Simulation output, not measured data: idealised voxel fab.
process module | voxel wiring stack
cross-section cut | 200 nm wide | cells 5 nm
A cross-section is a grid of square cells, given in bands from the top down. A band is one or more rows of cells.
Each band's line starts with the height of the band's top and of its bottom, in nm. Then come its materials from left to right, each with its width in nm. One material with "throughout" fills the band from edge to edge. "air" is empty space.
Height 0 is the level under which the wafer as received is all one material. The lowest band goes on downwards, as in "0 down".
A width such as "30 to 40" changes by the same amount from each row of cells to the next, from the band's top row to its bottom row.
"no change" after a step means that no cell of the cross-section changed.
closed voids: empty space of 8 cells or more with no open way to the top, each as width x height at its distance from the left edge, in nm
after a step's settings: what the simulator itself notes on the step
overlay nm, on a step with a mask: how far to the right of its planned place the mask lay; to the left if negative
plan
1 op RECEIVE | material Si
2 op CONFORMAL_DEP | material SiO2 | thk nm 15
3 op DIRECTIONAL_DEP | material TiN | thk nm 5
4 op DIRECTIONAL_DEP | material Ru | thk nm 15
5 op MASKED_ETCH | tone cover | mask id METAL_1 | width nm 30 | pitch nm 60 | etch materials Ru | depth nm 15 | overlay nm 0
6 op MASKED_ETCH | tone cover | mask id METAL_1 | width nm 30 | pitch nm 60 | etch materials TiN | depth nm 5 | overlay nm 0
7 op FILL_DEP | material lowk | thk nm 5
8 op CMP | height nm 35
9 op CONFORMAL_DEP | material SiCN | thk nm 5
10 op DIRECTIONAL_DEP | material lowk | thk nm 20
11 op PATTERN | tone open | mask id PLUG_1 | material resist | width nm 15 | pitch nm 60 | thk nm 15 | overlay nm 0
12 op DIRECTIONAL_ETCH | etch materials lowk | depth nm 20
13 op DIRECTIONAL_ETCH | etch materials SiCN | depth nm 5
14 op STRIP | etch materials resist
15 op CONFORMAL_DEP | material TiN | thk nm 5
16 op FILL_DEP | material Cu | thk nm 5
17 op CMP | height nm 60
18 op DIRECTIONAL_DEP | material TiN | thk nm 5
19 op DIRECTIONAL_DEP | material W | thk nm 15
20 op PATTERN | tone cover | mask id METAL_2 | material resist | width nm 30 | pitch nm 60 | thk nm 20 | overlay nm 0
21 op DIRECTIONAL_ETCH | etch materials W | depth nm 15
22 op DIRECTIONAL_ETCH | etch materials TiN | depth nm 5
23 op STRIP | etch materials resist
24 op CONFORMAL_DEP | material SiCN | thk nm 5
25 op FILL_DEP | material lowk | thk nm 10
26 op CMP | height nm 80
27 op CONFORMAL_DEP | material SiCN | thk nm 5
28 op DIRECTIONAL_DEP | material SiO2 | thk nm 20
29 op MASKED_ETCH | tone open | mask id PLUG_2 | width nm 15 | pitch nm 60 | etch materials SiO2 | depth nm 20 | overlay nm 0
30 op MASKED_ETCH | tone open | mask id PLUG_2 | width nm 15 | pitch nm 60 | etch materials SiCN | depth nm 5 | overlay nm 0
31 op EPI | material Ru | thk nm 10
32 op EPI | material Ru | thk nm 10
33 op EPI | material Ru | thk nm 5
34 op DIRECTIONAL_DEP | material TiN | thk nm 5
35 op DIRECTIONAL_DEP | material W | thk nm 25
36 op MASKED_ETCH | tone cover | mask id METAL_3 | width nm 30 | pitch nm 60 | etch materials W | depth nm 25 | overlay nm 0
37 op MASKED_ETCH | tone cover | mask id METAL_3 | width nm 30 | pitch nm 60 | etch materials TiN | depth nm 5 | overlay nm 0
38 op CONFORMAL_DEP | material SiN | thk nm 5
39 op FILL_DEP | material lowk | thk nm 10
40 op CMP | height nm 135
41 op CONFORMAL_DEP | material SiN | thk nm 5
as received, after step 1
  0 down: Si throughout
  closed voids: none
first wafer at the end, as planned
  140 to 135: SiN throughout
  135 to 110: lowk 50 | SiN 5 | W 30 | SiN 5 | lowk 20 | SiN 5 | W 30 | SiN 5 | lowk 50
  110 to 105: SiN 55 | TiN 30 | SiN 30 | TiN 30 | SiN 55
  105 to 85: SiO2 55 | Ru 15 | SiO2 45 | Ru 15 | SiO2 70
  85 to 80: SiCN 55 | Ru 15 | SiCN 45 | Ru 15 | SiCN 70
  80 to 65: lowk 50 | SiCN 5 | W 30 | SiCN 5 | lowk 20 | SiCN 5 | W 30 | SiCN 5 | lowk 50
  65 to 60: SiCN 55 | TiN 30 | SiCN 30 | TiN 30 | SiCN 55
  60 to 40: lowk 55 | TiN 5 | Cu 5 | TiN 5 | lowk 45 | TiN 5 | Cu 5 | TiN 5 | lowk 70
  40 to 35: SiCN 55 | TiN 15 | SiCN 45 | TiN 15 | SiCN 70
  35 to 20: lowk 55 | Ru 30 | lowk 30 | Ru 30 | lowk 55
  20 to 15: lowk 55 | TiN 30 | lowk 30 | TiN 30 | lowk 55
  15 to 0: SiO2 throughout
  0 down: Si throughout
  closed voids: none
second wafer at the end: like start, like plan, one mistake
  140 to 135: SiN throughout
  135 to 110: lowk 50 | SiN 5 | W 30 | SiN 5 | lowk 20 | SiN 5 | W 30 | SiN 5 | lowk 50
  110 to 105: SiN 55 | TiN 30 | SiN 30 | TiN 30 | SiN 55
  105 to 85: SiO2 55 | Ru 15 | SiO2 45 | Ru 15 | SiO2 70
  85 to 80: SiCN 55 | Ru 15 | SiCN 45 | Ru 15 | SiCN 70
  80 to 65: lowk 50 | SiCN 5 | W 30 | SiCN 5 | lowk 20 | SiCN 5 | W 30 | SiCN 5 | lowk 50
  65 to 55: SiCN 55 | TiN 30 to 15 | SiCN 30 to 45 | TiN 30 to 15 | SiCN 55 to 70
  55 to 35: lowk throughout
  35 to 20: lowk 55 | Ru 30 | lowk 30 | Ru 30 | lowk 55
  20 to 15: lowk 55 | TiN 30 | lowk 30 | TiN 30 | lowk 55
  15 to 0: SiO2 throughout
  0 down: Si throughout
  closed voids: none
what went wrong: steps 9 and 10 were swapped
at the end the second wafer has, in cells: 8 fewer of Cu | 16 fewer of TiN | 24 more of lowk
